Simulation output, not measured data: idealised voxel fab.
process module | voxel transistor to metal
cross-section cut | 185 nm wide | cells 5 nm
A cross-section is a grid of square cells, given in bands from the top down. A band is one or more rows of cells.
Each band's line starts with the height of the band's top and of its bottom, in nm. Then come its materials from left to right, each with its width in nm. One material with "throughout" fills the band from edge to edge. "air" is empty space.
Height 0 is the level under which the wafer as received is all one material. The lowest band goes on downwards, as in "0 down".
A width such as "30 to 40" changes by the same amount from each row of cells to the next, from the band's top row to its bottom row.
"no change" after a step means that no cell of the cross-section changed.
closed voids: empty space of 8 cells or more with no open way to the top, each as width x height at its distance from the left edge, in nm
after a step's settings: what the simulator itself notes on the step
overlay nm, on a step with a mask: how far to the right of its planned place the mask lay; to the left if negative
plan
1 op RECEIVE | material Si
2 op CONFORMAL_DEP | material SiO2 | thk nm 5
3 op CONFORMAL_DEP | material SiN | thk nm 10
4 op DIRECTIONAL_DEP | material aC | thk nm 10
5 op PATTERN | tone cover | mask id ACTIVE | material resist | width nm 95 | thk nm 30 | overlay nm 0
6 op DIRECTIONAL_ETCH | etch materials aC | depth nm 10
7 op STRIP | etch materials resist
8 op DIRECTIONAL_ETCH | etch materials SiN | depth nm 10
9 op DIRECTIONAL_ETCH | etch materials SiO2 | depth nm 5
10 op DIRECTIONAL_ETCH | etch materials Si | depth nm 25
11 op STRIP | etch materials aC
12 op FILL_DEP | material SiO2 | thk nm 15
13 op CMP | height nm 15
14 op SELECTIVE_ETCH | etch materials SiO2 | depth nm 5
15 op STRIP | etch materials SiN
16 op SELECTIVE_ETCH | etch materials SiO2 | depth nm 5
17 op OXIDIZE | depth nm 5
18 op DIRECTIONAL_DEP | material polySi | thk nm 25
19 op DIRECTIONAL_DEP | material SiCN | thk nm 15
20 op MASKED_ETCH | tone cover | mask id GATE | width nm 25 | etch materials SiCN | depth nm 25 | overlay nm 0
21 op MASKED_ETCH | tone cover | mask id GATE | width nm 25 | etch materials polySi | depth nm 35 | overlay nm 0
22 op CONFORMAL_DEP | material SiN | thk nm 5
23 op DIRECTIONAL_ETCH | etch materials SiN | depth nm 5
24 op DIRECTIONAL_ETCH | etch materials SiO2 | depth nm 5
25 op EPI | material SiGe | thk nm 5
26 op FILL_DEP | material SiO2 | thk nm 10
27 op CMP | height nm 25
28 op STRIP | etch materials polySi
29 op SELECTIVE_ETCH | etch materials SiO2 | depth nm 5
30 op CONFORMAL_DEP | material HfO2 | thk nm 5
31 op CONFORMAL_DEP | material TiN | thk nm 5
32 op FILL_DEP | material W | thk nm 10
33 op CMP | height nm 20
34 op DIRECTIONAL_DEP | material SiO2 | thk nm 15
35 op MASKED_ETCH | tone open | mask id CONTACT | width nm 15 | pitch nm 70 | etch materials SiO2 | depth nm 35 | overlay nm 0
36 op CONFORMAL_DEP | material TiN | thk nm 5
37 op FILL_DEP | material Ru | thk nm 5
38 op CMP | height nm 35
39 op DIRECTIONAL_DEP | material TiN | thk nm 5
40 op DIRECTIONAL_DEP | material Ru | thk nm 15
41 op MASKED_ETCH | tone cover | mask id METAL_1 | width nm 15 | pitch nm 70 | etch materials Ru | depth nm 15 | overlay nm 0
42 op MASKED_ETCH | tone cover | mask id METAL_1 | width nm 15 | pitch nm 70 | etch materials TiN | depth nm 5 | overlay nm 0
43 op CONFORMAL_DEP | material SiCN | thk nm 5
44 op FILL_DEP | material lowk | thk nm 5
45 op CMP | height nm 55
46 op CONFORMAL_DEP | material SiCN | thk nm 5
47 op DIRECTIONAL_DEP | material lowk | thk nm 25
48 op DIRECTIONAL_DEP | material aC | thk nm 10
49 op PATTERN | tone open | mask id METAL_2 | material resist | width nm 15 | pitch nm 70 | thk nm 30 | overlay nm 0
50 op DIRECTIONAL_ETCH | etch materials aC | depth nm 10
51 op STRIP | etch materials resist
52 op DIRECTIONAL_ETCH | etch materials lowk | depth nm 15
53 op STRIP | etch materials aC
54 op MASKED_ETCH | tone open | mask id METAL_2_HOLES | width nm 15 | pitch nm 70 | etch materials lowk | depth nm 10 | overlay nm 0
55 op MASKED_ETCH | tone open | mask id METAL_2_HOLES | width nm 15 | pitch nm 70 | etch materials SiCN | depth nm 5 | overlay nm 0
56 op CONFORMAL_DEP | material TiN | thk nm 5
57 op FILL_DEP | material Cu | thk nm 5
58 op CMP | height nm 85
59 op CONFORMAL_DEP | material SiCN | thk nm 5
first wafer, as planned
as received, after step 1
  0 down: Si throughout
  closed voids: none
after step 2
  5 to 0: SiO2 throughout
  below 0: unchanged
after step 3
  15 to 5: SiN throughout
  below 5: unchanged
after step 4
  25 to 15: aC throughout
  below 15: unchanged
after step 5
  55 to 25: air 45 | resist 95 | air 45
  below 25: unchanged
after step 6
  45 to 25: air 45 | resist 95 | air 45
  25 to 15: air 45 | aC 95 | air 45
  below 15: unchanged
after step 7
  25 to 15: air 45 | aC 95 | air 45
  below 15: unchanged
after step 8
  25 to 15: air 45 | aC 95 | air 45
  15 to 5: air 45 | SiN 95 | air 45
  below 5: unchanged
after step 9
  25 to 15: air 45 | aC 95 | air 45
  15 to 5: air 45 | SiN 95 | air 45
  5 to 0: air 45 | SiO2 95 | air 45
  below 0: unchanged
after step 10
  25 to 15: air 45 | aC 95 | air 45
  15 to 5: air 45 | SiN 95 | air 45
  5 to 0: air 45 | SiO2 95 | air 45
  0 to -25: air 45 | Si 95 | air 45
  below -25: unchanged
after step 11
  15 to 5: air 45 | SiN 95 | air 45
  below 5: unchanged
after step 12
  30 to 15: SiO2 throughout
  15 to 5: SiO2 45 | SiN 95 | SiO2 45
  5 to 0: SiO2 throughout
  0 to -25: SiO2 45 | Si 95 | SiO2 45
  below -25: unchanged
after step 13
  15 to 5: SiO2 45 | SiN 95 | SiO2 45
  below 5: unchanged
after step 14
  15 to 10: air 45 | SiN 95 | air 45
  below 10: unchanged
after step 15
  10 to 5: SiO2 45 | air 95 | SiO2 45
  below 5: unchanged
after step 16
  5 to 0: SiO2 40 | air 105 | SiO2 40
  below 0: unchanged
after step 17
  5 to 0: SiO2 40 | air 105 | SiO2 40
  0 to -5: SiO2 throughout
  below -5: unchanged
after step 18
  30 to 25: polySi 40 | air 105 | polySi 40
  25 to 5: polySi throughout
  5 to 0: SiO2 40 | polySi 105 | SiO2 40
  below 0: unchanged
after step 19
  45 to 40: SiCN 40 | air 105 | SiCN 40
  40 to 30: SiCN throughout
  30 to 25: polySi 40 | SiCN 105 | polySi 40
  below 25: unchanged
after step 20
  40 to 30: air 80 | SiCN 25 | air 80
  30 to 25: polySi 40 | air 40 | SiCN 25 | air 40 | polySi 40
  below 25: unchanged
after step 21
  40 to 25: air 80 | SiCN 25 | air 80
  25 to 5: air 80 | polySi 25 | air 80
  5 to 0: SiO2 40 | air 40 | polySi 25 | air 40 | SiO2 40
  below 0: unchanged
after step 22
  45 to 40: air 75 | SiN 35 | air 75
  40 to 25: air 75 | SiN 5 | SiCN 25 | SiN 5 | air 75
  25 to 10: air 75 | SiN 5 | polySi 25 | SiN 5 | air 75
  10 to 5: SiN 45 | air 30 | SiN 5 | polySi 25 | SiN 5 | air 30 | SiN 45
  5 to 0: SiO2 40 | SiN 40 | polySi 25 | SiN 40 | SiO2 40
  below 0: unchanged
after step 23
  40 to 25: air 75 | SiN 5 | SiCN 25 | SiN 5 | air 75
  25 to 5: air 75 | SiN 5 | polySi 25 | SiN 5 | air 75
  5 to 0: SiO2 40 | SiN 5 | air 30 | SiN 5 | polySi 25 | SiN 5 | air 30 | SiN 5 | SiO2 40
  below 0: unchanged
after step 24
  40 to 25: air 75 | SiN 5 | SiCN 25 | SiN 5 | air 75
  25 to 5: air 75 | SiN 5 | polySi 25 | SiN 5 | air 75
  5 to 0: air 40 | SiN 5 | air 30 | SiN 5 | polySi 25 | SiN 5 | air 30 | SiN 5 | air 40
  0 to -5: SiO2 45 | air 30 | SiO2 35 | air 30 | SiO2 45
  below -5: unchanged
after step 25
  40 to 25: air 75 | SiN 5 | SiCN 25 | SiN 5 | air 75
  25 to 5: air 75 | SiN 5 | polySi 25 | SiN 5 | air 75
  5 to 0: air 40 | SiN 5 | air 30 | SiN 5 | polySi 25 | SiN 5 | air 30 | SiN 5 | air 40
  0 to -5: SiO2 45 | SiGe 30 | SiO2 35 | SiGe 30 | SiO2 45
  below -5: unchanged
after step 26
  50 to 40: SiO2 throughout
  40 to 25: SiO2 75 | SiN 5 | SiCN 25 | SiN 5 | SiO2 75
  25 to 5: SiO2 75 | SiN 5 | polySi 25 | SiN 5 | SiO2 75
  5 to 0: SiO2 40 | SiN 5 | SiO2 30 | SiN 5 | polySi 25 | SiN 5 | SiO2 30 | SiN 5 | SiO2 40
  below 0: unchanged
after step 27
  25 to 5: SiO2 75 | SiN 5 | polySi 25 | SiN 5 | SiO2 75
  below 5: unchanged
after step 28
  25 to 5: SiO2 75 | SiN 5 | air 25 | SiN 5 | SiO2 75
  5 to 0: SiO2 40 | SiN 5 | SiO2 30 | SiN 5 | air 25 | SiN 5 | SiO2 30 | SiN 5 | SiO2 40
  below 0: unchanged
after step 29
  25 to 20: air 75 | SiN 5 | air 25 | SiN 5 | air 75
  20 to 5: SiO2 75 | SiN 5 | air 25 | SiN 5 | SiO2 75
  5 to 0: SiO2 40 | SiN 5 | SiO2 30 | SiN 5 | air 25 | SiN 5 | SiO2 30 | SiN 5 | SiO2 40
  0 to -5: SiO2 45 | SiGe 30 | air 35 | SiGe 30 | SiO2 45
  below -5: unchanged
after step 30
  30 to 25: air 70 | HfO2 15 | air 15 | HfO2 15 | air 70
  25 to 20: HfO2 75 | SiN 5 | HfO2 5 | air 15 | HfO2 5 | SiN 5 | HfO2 75
  20 to 5: SiO2 75 | SiN 5 | HfO2 5 | air 15 | HfO2 5 | SiN 5 | SiO2 75
  5 to 0: SiO2 40 | SiN 5 | SiO2 30 | SiN 5 | HfO2 5 | air 15 | HfO2 5 | SiN 5 | SiO2 30 | SiN 5 | SiO2 40
  0 to -5: SiO2 45 | SiGe 30 | HfO2 35 | SiGe 30 | SiO2 45
  below -5: unchanged
after step 31
  35 to 30: air 65 | TiN 25 | air 5 | TiN 25 | air 65
  30 to 25: TiN 70 | HfO2 15 | TiN 5 | air 5 | TiN 5 | HfO2 15 | TiN 70
  25 to 20: HfO2 75 | SiN 5 | HfO2 5 | TiN 5 | air 5 | TiN 5 | HfO2 5 | SiN 5 | HfO2 75
  20 to 5: SiO2 75 | SiN 5 | HfO2 5 | TiN 5 | air 5 | TiN 5 | HfO2 5 | SiN 5 | SiO2 75
  5 to 0: SiO2 40 | SiN 5 | SiO2 30 | SiN 5 | HfO2 5 | TiN 15 | HfO2 5 | SiN 5 | SiO2 30 | SiN 5 | SiO2 40
  below 0: unchanged
after step 32
  45 to 35: W throughout
  35 to 30: W 65 | TiN 25 | W 5 | TiN 25 | W 65
  30 to 25: TiN 70 | HfO2 15 | TiN 5 | W 5 | TiN 5 | HfO2 15 | TiN 70
  25 to 20: HfO2 75 | SiN 5 | HfO2 5 | TiN 5 | W 5 | TiN 5 | HfO2 5 | SiN 5 | HfO2 75
  20 to 5: SiO2 75 | SiN 5 | HfO2 5 | TiN 5 | W 5 | TiN 5 | HfO2 5 | SiN 5 | SiO2 75
  below 5: unchanged
after step 33
  20 to 5: SiO2 75 | SiN 5 | HfO2 5 | TiN 5 | W 5 | TiN 5 | HfO2 5 | SiN 5 | SiO2 75
  below 5: unchanged
after step 34
  35 to 20: SiO2 throughout
  below 20: unchanged
after step 35
  35 to 20: SiO2 50 | air 15 | SiO2 55 | air 15 | SiO2 50
  20 to 5: SiO2 50 | air 15 | SiO2 10 | SiN 5 | HfO2 5 | TiN 5 | W 5 | TiN 5 | HfO2 5 | SiN 5 | SiO2 10 | air 15 | SiO2 50
  5 to 0: SiO2 40 | SiN 5 | SiO2 5 | air 15 | SiO2 10 | SiN 5 | HfO2 5 | TiN 15 | HfO2 5 | SiN 5 | SiO2 10 | air 15 | SiO2 5 | SiN 5 | SiO2 40
  below 0: unchanged
after step 36
  40 to 35: TiN 55 | air 5 | TiN 65 | air 5 | TiN 55
  35 to 20: SiO2 50 | TiN 5 | air 5 | TiN 5 | SiO2 55 | TiN 5 | air 5 | TiN 5 | SiO2 50
  20 to 5: SiO2 50 | TiN 5 | air 5 | TiN 5 | SiO2 10 | SiN 5 | HfO2 5 | TiN 5 | W 5 | TiN 5 | HfO2 5 | SiN 5 | SiO2 10 | TiN 5 | air 5 | TiN 5 | SiO2 50
  5 to 0: SiO2 40 | SiN 5 | SiO2 5 | TiN 15 | SiO2 10 | SiN 5 | HfO2 5 | TiN 15 | HfO2 5 | SiN 5 | SiO2 10 | TiN 15 | SiO2 5 | SiN 5 | SiO2 40
  below 0: unchanged
after step 37
  45 to 40: Ru throughout
  40 to 35: TiN 55 | Ru 5 | TiN 65 | Ru 5 | TiN 55
  35 to 20: SiO2 50 | TiN 5 | Ru 5 | TiN 5 | SiO2 55 | TiN 5 | Ru 5 | TiN 5 | SiO2 50
  20 to 5: SiO2 50 | TiN 5 | Ru 5 | TiN 5 | SiO2 10 | SiN 5 | HfO2 5 | TiN 5 | W 5 | TiN 5 | HfO2 5 | SiN 5 | SiO2 10 | TiN 5 | Ru 5 | TiN 5 | SiO2 50
  below 5: unchanged
after step 38
  35 to 20: SiO2 50 | TiN 5 | Ru 5 | TiN 5 | SiO2 55 | TiN 5 | Ru 5 | TiN 5 | SiO2 50
  below 20: unchanged
after step 39
  40 to 35: TiN throughout
  below 35: unchanged
after step 40
  55 to 40: Ru throughout
  below 40: unchanged
after step 41
  55 to 40: air 50 | Ru 15 | air 55 | Ru 15 | air 50
  below 40: unchanged
after step 42
  55 to 40: air 50 | Ru 15 | air 55 | Ru 15 | air 50
  40 to 35: air 50 | TiN 15 | air 55 | TiN 15 | air 50
  below 35: unchanged
after step 43
  60 to 55: air 45 | SiCN 25 | air 45 | SiCN 25 | air 45
  55 to 40: air 45 | SiCN 5 | Ru 15 | SiCN 5 | air 45 | SiCN 5 | Ru 15 | SiCN 5 | air 45
  40 to 35: SiCN 50 | TiN 15 | SiCN 55 | TiN 15 | SiCN 50
  below 35: unchanged
after step 44
  65 to 60: lowk throughout
  60 to 55: lowk 45 | SiCN 25 | lowk 45 | SiCN 25 | lowk 45
  55 to 40: lowk 45 | SiCN 5 | Ru 15 | SiCN 5 | lowk 45 | SiCN 5 | Ru 15 | SiCN 5 | lowk 45
  below 40: unchanged
after step 45
  55 to 40: lowk 45 | SiCN 5 | Ru 15 | SiCN 5 | lowk 45 | SiCN 5 | Ru 15 | SiCN 5 | lowk 45
  below 40: unchanged
after step 46
  60 to 55: SiCN throughout
  below 55: unchanged
after step 47
  85 to 60: lowk throughout
  below 60: unchanged
after step 48
  95 to 85: aC throughout
  below 85: unchanged
after step 49
  125 to 95: resist 50 | air 15 | resist 55 | air 15 | resist 50
  below 95: unchanged
after step 50
  115 to 95: resist 50 | air 15 | resist 55 | air 15 | resist 50
  95 to 85: aC 50 | air 15 | aC 55 | air 15 | aC 50
  below 85: unchanged
after step 51
  95 to 85: aC 50 | air 15 | aC 55 | air 15 | aC 50
  below 85: unchanged
after step 52
  95 to 85: aC 50 | air 15 | aC 55 | air 15 | aC 50
  85 to 70: lowk 50 | air 15 | lowk 55 | air 15 | lowk 50
  below 70: unchanged
after step 53
  85 to 70: lowk 50 | air 15 | lowk 55 | air 15 | lowk 50
  below 70: unchanged
after step 54
  85 to 60: lowk 50 | air 15 | lowk 55 | air 15 | lowk 50
  below 60: unchanged
after step 55
  85 to 60: lowk 50 | air 15 | lowk 55 | air 15 | lowk 50
  60 to 55: SiCN 50 | air 15 | SiCN 55 | air 15 | SiCN 50
  below 55: unchanged
after step 56
  90 to 85: TiN 55 | air 5 | TiN 65 | air 5 | TiN 55
  85 to 60: lowk 50 | TiN 5 | air 5 | TiN 5 | lowk 55 | TiN 5 | air 5 | TiN 5 | lowk 50
  60 to 55: SiCN 50 | TiN 15 | SiCN 55 | TiN 15 | SiCN 50
  below 55: unchanged
after step 57
  95 to 90: Cu throughout
  90 to 85: TiN 55 | Cu 5 | TiN 65 | Cu 5 | TiN 55
  85 to 60: lowk 50 | TiN 5 | Cu 5 | TiN 5 | lowk 55 | TiN 5 | Cu 5 | TiN 5 | lowk 50
  below 60: unchanged
after step 58
  85 to 60: lowk 50 | TiN 5 | Cu 5 | TiN 5 | lowk 55 | TiN 5 | Cu 5 | TiN 5 | lowk 50
  below 60: unchanged
after step 59
  90 to 85: SiCN throughout
  below 85: unchanged
second wafer: like start, like plan, one mistake. Through step 9 it matches the first wafer
when step 10 should have ended
  25 to 15: air 45 | aC 95 | air 45
  15 to 5: air 45 | SiN 95 | air 45
  5 to 0: air 45 | SiO2 95 | air 45
  0 to -50: air 45 | Si 95 | air 45
  below -50: unchanged
when step 11 should have ended
  15 to 5: air 45 | SiN 95 | air 45
  below 5: unchanged
when step 12 should have ended
  30 to 15: SiO2 throughout
  15 to 5: SiO2 45 | SiN 95 | SiO2 45
  5 to 0: SiO2 throughout
  0 to -50: SiO2 45 | Si 95 | SiO2 45
  below -50: unchanged
when step 13 should have ended
  15 to 5: SiO2 45 | SiN 95 | SiO2 45
  below 5: unchanged
when step 14 should have ended
  15 to 10: air 45 | SiN 95 | air 45
  below 10: unchanged
when step 15 should have ended
  10 to 5: SiO2 45 | air 95 | SiO2 45
  below 5: unchanged
when step 16 should have ended
  5 to 0: SiO2 40 | air 105 | SiO2 40
  below 0: unchanged
when step 17 should have ended
  5 to 0: SiO2 40 | air 105 | SiO2 40
  0 to -5: SiO2 throughout
  below -5: unchanged
when step 18 should have ended
  30 to 25: polySi 40 | air 105 | polySi 40
  25 to 5: polySi throughout
  5 to 0: SiO2 40 | polySi 105 | SiO2 40
  below 0: unchanged
when step 19 should have ended
  45 to 40: SiCN 40 | air 105 | SiCN 40
  40 to 30: SiCN throughout
  30 to 25: polySi 40 | SiCN 105 | polySi 40
  below 25: unchanged
when step 20 should have ended
  40 to 30: air 80 | SiCN 25 | air 80
  30 to 25: polySi 40 | air 40 | SiCN 25 | air 40 | polySi 40
  below 25: unchanged
when step 21 should have ended
  40 to 25: air 80 | SiCN 25 | air 80
  25 to 5: air 80 | polySi 25 | air 80
  5 to 0: SiO2 40 | air 40 | polySi 25 | air 40 | SiO2 40
  below 0: unchanged
when step 22 should have ended
  45 to 40: air 75 | SiN 35 | air 75
  40 to 25: air 75 | SiN 5 | SiCN 25 | SiN 5 | air 75
  25 to 10: air 75 | SiN 5 | polySi 25 | SiN 5 | air 75
  10 to 5: SiN 45 | air 30 | SiN 5 | polySi 25 | SiN 5 | air 30 | SiN 45
  5 to 0: SiO2 40 | SiN 40 | polySi 25 | SiN 40 | SiO2 40
  below 0: unchanged
when step 23 should have ended
  40 to 25: air 75 | SiN 5 | SiCN 25 | SiN 5 | air 75
  25 to 5: air 75 | SiN 5 | polySi 25 | SiN 5 | air 75
  5 to 0: SiO2 40 | SiN 5 | air 30 | SiN 5 | polySi 25 | SiN 5 | air 30 | SiN 5 | SiO2 40
  below 0: unchanged
when step 24 should have ended
  40 to 25: air 75 | SiN 5 | SiCN 25 | SiN 5 | air 75
  25 to 5: air 75 | SiN 5 | polySi 25 | SiN 5 | air 75
  5 to 0: air 40 | SiN 5 | air 30 | SiN 5 | polySi 25 | SiN 5 | air 30 | SiN 5 | air 40
  0 to -5: SiO2 45 | air 30 | SiO2 35 | air 30 | SiO2 45
  below -5: unchanged
when step 25 should have ended
  40 to 25: air 75 | SiN 5 | SiCN 25 | SiN 5 | air 75
  25 to 5: air 75 | SiN 5 | polySi 25 | SiN 5 | air 75
  5 to 0: air 40 | SiN 5 | air 30 | SiN 5 | polySi 25 | SiN 5 | air 30 | SiN 5 | air 40
  0 to -5: SiO2 45 | SiGe 30 | SiO2 35 | SiGe 30 | SiO2 45
  below -5: unchanged
when step 26 should have ended
  50 to 40: SiO2 throughout
  40 to 25: SiO2 75 | SiN 5 | SiCN 25 | SiN 5 | SiO2 75
  25 to 5: SiO2 75 | SiN 5 | polySi 25 | SiN 5 | SiO2 75
  5 to 0: SiO2 40 | SiN 5 | SiO2 30 | SiN 5 | polySi 25 | SiN 5 | SiO2 30 | SiN 5 | SiO2 40
  below 0: unchanged
when step 27 should have ended
  25 to 5: SiO2 75 | SiN 5 | polySi 25 | SiN 5 | SiO2 75
  below 5: unchanged
when step 28 should have ended
  25 to 5: SiO2 75 | SiN 5 | air 25 | SiN 5 | SiO2 75
  5 to 0: SiO2 40 | SiN 5 | SiO2 30 | SiN 5 | air 25 | SiN 5 | SiO2 30 | SiN 5 | SiO2 40
  below 0: unchanged
when step 29 should have ended
  25 to 20: air 75 | SiN 5 | air 25 | SiN 5 | air 75
  20 to 5: SiO2 75 | SiN 5 | air 25 | SiN 5 | SiO2 75
  5 to 0: SiO2 40 | SiN 5 | SiO2 30 | SiN 5 | air 25 | SiN 5 | SiO2 30 | SiN 5 | SiO2 40
  0 to -5: SiO2 45 | SiGe 30 | air 35 | SiGe 30 | SiO2 45
  below -5: unchanged
when step 30 should have ended
  30 to 25: air 70 | HfO2 15 | air 15 | HfO2 15 | air 70
  25 to 20: HfO2 75 | SiN 5 | HfO2 5 | air 15 | HfO2 5 | SiN 5 | HfO2 75
  20 to 5: SiO2 75 | SiN 5 | HfO2 5 | air 15 | HfO2 5 | SiN 5 | SiO2 75
  5 to 0: SiO2 40 | SiN 5 | SiO2 30 | SiN 5 | HfO2 5 | air 15 | HfO2 5 | SiN 5 | SiO2 30 | SiN 5 | SiO2 40
  0 to -5: SiO2 45 | SiGe 30 | HfO2 35 | SiGe 30 | SiO2 45
  below -5: unchanged
when step 31 should have ended
  35 to 30: air 65 | TiN 25 | air 5 | TiN 25 | air 65
  30 to 25: TiN 70 | HfO2 15 | TiN 5 | air 5 | TiN 5 | HfO2 15 | TiN 70
  25 to 20: HfO2 75 | SiN 5 | HfO2 5 | TiN 5 | air 5 | TiN 5 | HfO2 5 | SiN 5 | HfO2 75
  20 to 5: SiO2 75 | SiN 5 | HfO2 5 | TiN 5 | air 5 | TiN 5 | HfO2 5 | SiN 5 | SiO2 75
  5 to 0: SiO2 40 | SiN 5 | SiO2 30 | SiN 5 | HfO2 5 | TiN 15 | HfO2 5 | SiN 5 | SiO2 30 | SiN 5 | SiO2 40
  below 0: unchanged
when step 32 should have ended
  45 to 35: W throughout
  35 to 30: W 65 | TiN 25 | W 5 | TiN 25 | W 65
  30 to 25: TiN 70 | HfO2 15 | TiN 5 | W 5 | TiN 5 | HfO2 15 | TiN 70
  25 to 20: HfO2 75 | SiN 5 | HfO2 5 | TiN 5 | W 5 | TiN 5 | HfO2 5 | SiN 5 | HfO2 75
  20 to 5: SiO2 75 | SiN 5 | HfO2 5 | TiN 5 | W 5 | TiN 5 | HfO2 5 | SiN 5 | SiO2 75
  below 5: unchanged
when step 33 should have ended
  20 to 5: SiO2 75 | SiN 5 | HfO2 5 | TiN 5 | W 5 | TiN 5 | HfO2 5 | SiN 5 | SiO2 75
  below 5: unchanged
when step 34 should have ended
  35 to 20: SiO2 throughout
  below 20: unchanged
when step 35 should have ended
  35 to 20: SiO2 50 | air 15 | SiO2 55 | air 15 | SiO2 50
  20 to 5: SiO2 50 | air 15 | SiO2 10 | SiN 5 | HfO2 5 | TiN 5 | W 5 | TiN 5 | HfO2 5 | SiN 5 | SiO2 10 | air 15 | SiO2 50
  5 to 0: SiO2 40 | SiN 5 | SiO2 5 | air 15 | SiO2 10 | SiN 5 | HfO2 5 | TiN 15 | HfO2 5 | SiN 5 | SiO2 10 | air 15 | SiO2 5 | SiN 5 | SiO2 40
  below 0: unchanged
when step 36 should have ended
  40 to 35: TiN 55 | air 5 | TiN 65 | air 5 | TiN 55
  35 to 20: SiO2 50 | TiN 5 | air 5 | TiN 5 | SiO2 55 | TiN 5 | air 5 | TiN 5 | SiO2 50
  20 to 5: SiO2 50 | TiN 5 | air 5 | TiN 5 | SiO2 10 | SiN 5 | HfO2 5 | TiN 5 | W 5 | TiN 5 | HfO2 5 | SiN 5 | SiO2 10 | TiN 5 | air 5 | TiN 5 | SiO2 50
  5 to 0: SiO2 40 | SiN 5 | SiO2 5 | TiN 15 | SiO2 10 | SiN 5 | HfO2 5 | TiN 15 | HfO2 5 | SiN 5 | SiO2 10 | TiN 15 | SiO2 5 | SiN 5 | SiO2 40
  below 0: unchanged
when step 37 should have ended
  45 to 40: Ru throughout
  40 to 35: TiN 55 | Ru 5 | TiN 65 | Ru 5 | TiN 55
  35 to 20: SiO2 50 | TiN 5 | Ru 5 | TiN 5 | SiO2 55 | TiN 5 | Ru 5 | TiN 5 | SiO2 50
  20 to 5: SiO2 50 | TiN 5 | Ru 5 | TiN 5 | SiO2 10 | SiN 5 | HfO2 5 | TiN 5 | W 5 | TiN 5 | HfO2 5 | SiN 5 | SiO2 10 | TiN 5 | Ru 5 | TiN 5 | SiO2 50
  below 5: unchanged
when step 38 should have ended
  35 to 20: SiO2 50 | TiN 5 | Ru 5 | TiN 5 | SiO2 55 | TiN 5 | Ru 5 | TiN 5 | SiO2 50
  below 20: unchanged
when step 39 should have ended
  40 to 35: TiN throughout
  below 35: unchanged
when step 40 should have ended
  55 to 40: Ru throughout
  below 40: unchanged
when step 41 should have ended
  55 to 40: air 50 | Ru 15 | air 55 | Ru 15 | air 50
  below 40: unchanged
when step 42 should have ended
  55 to 40: air 50 | Ru 15 | air 55 | Ru 15 | air 50
  40 to 35: air 50 | TiN 15 | air 55 | TiN 15 | air 50
  below 35: unchanged
when step 43 should have ended
  60 to 55: air 45 | SiCN 25 | air 45 | SiCN 25 | air 45
  55 to 40: air 45 | SiCN 5 | Ru 15 | SiCN 5 | air 45 | SiCN 5 | Ru 15 | SiCN 5 | air 45
  40 to 35: SiCN 50 | TiN 15 | SiCN 55 | TiN 15 | SiCN 50
  below 35: unchanged
when step 44 should have ended
  65 to 60: lowk throughout
  60 to 55: lowk 45 | SiCN 25 | lowk 45 | SiCN 25 | lowk 45
  55 to 40: lowk 45 | SiCN 5 | Ru 15 | SiCN 5 | lowk 45 | SiCN 5 | Ru 15 | SiCN 5 | lowk 45
  below 40: unchanged
when step 45 should have ended
  55 to 40: lowk 45 | SiCN 5 | Ru 15 | SiCN 5 | lowk 45 | SiCN 5 | Ru 15 | SiCN 5 | lowk 45
  below 40: unchanged
when step 46 should have ended
  60 to 55: SiCN throughout
  below 55: unchanged
when step 47 should have ended
  85 to 60: lowk throughout
  below 60: unchanged
when step 48 should have ended
  95 to 85: aC throughout
  below 85: unchanged
when step 49 should have ended
  125 to 95: resist 50 | air 15 | resist 55 | air 15 | resist 50
  below 95: unchanged
when step 50 should have ended
  115 to 95: resist 50 | air 15 | resist 55 | air 15 | resist 50
  95 to 85: aC 50 | air 15 | aC 55 | air 15 | aC 50
  below 85: unchanged
when step 51 should have ended
  95 to 85: aC 50 | air 15 | aC 55 | air 15 | aC 50
  below 85: unchanged
when step 52 should have ended
  95 to 85: aC 50 | air 15 | aC 55 | air 15 | aC 50
  85 to 70: lowk 50 | air 15 | lowk 55 | air 15 | lowk 50
  below 70: unchanged
when step 53 should have ended
  85 to 70: lowk 50 | air 15 | lowk 55 | air 15 | lowk 50
  below 70: unchanged
when step 54 should have ended
  85 to 60: lowk 50 | air 15 | lowk 55 | air 15 | lowk 50
  below 60: unchanged
when step 55 should have ended
  85 to 60: lowk 50 | air 15 | lowk 55 | air 15 | lowk 50
  60 to 55: SiCN 50 | air 15 | SiCN 55 | air 15 | SiCN 50
  below 55: unchanged
when step 56 should have ended
  90 to 85: TiN 55 | air 5 | TiN 65 | air 5 | TiN 55
  85 to 60: lowk 50 | TiN 5 | air 5 | TiN 5 | lowk 55 | TiN 5 | air 5 | TiN 5 | lowk 50
  60 to 55: SiCN 50 | TiN 15 | SiCN 55 | TiN 15 | SiCN 50
  below 55: unchanged
when step 57 should have ended
  95 to 90: Cu throughout
  90 to 85: TiN 55 | Cu 5 | TiN 65 | Cu 5 | TiN 55
  85 to 60: lowk 50 | TiN 5 | Cu 5 | TiN 5 | lowk 55 | TiN 5 | Cu 5 | TiN 5 | lowk 50
  below 60: unchanged
when step 58 should have ended
  85 to 60: lowk 50 | TiN 5 | Cu 5 | TiN 5 | lowk 55 | TiN 5 | Cu 5 | TiN 5 | lowk 50
  below 60: unchanged
when step 59 should have ended
  90 to 85: SiCN throughout
  below 85: unchanged
what went wrong: step 10 was run twice
at the end the second wafer has, in cells: 90 fewer of Si | 90 more of SiO2
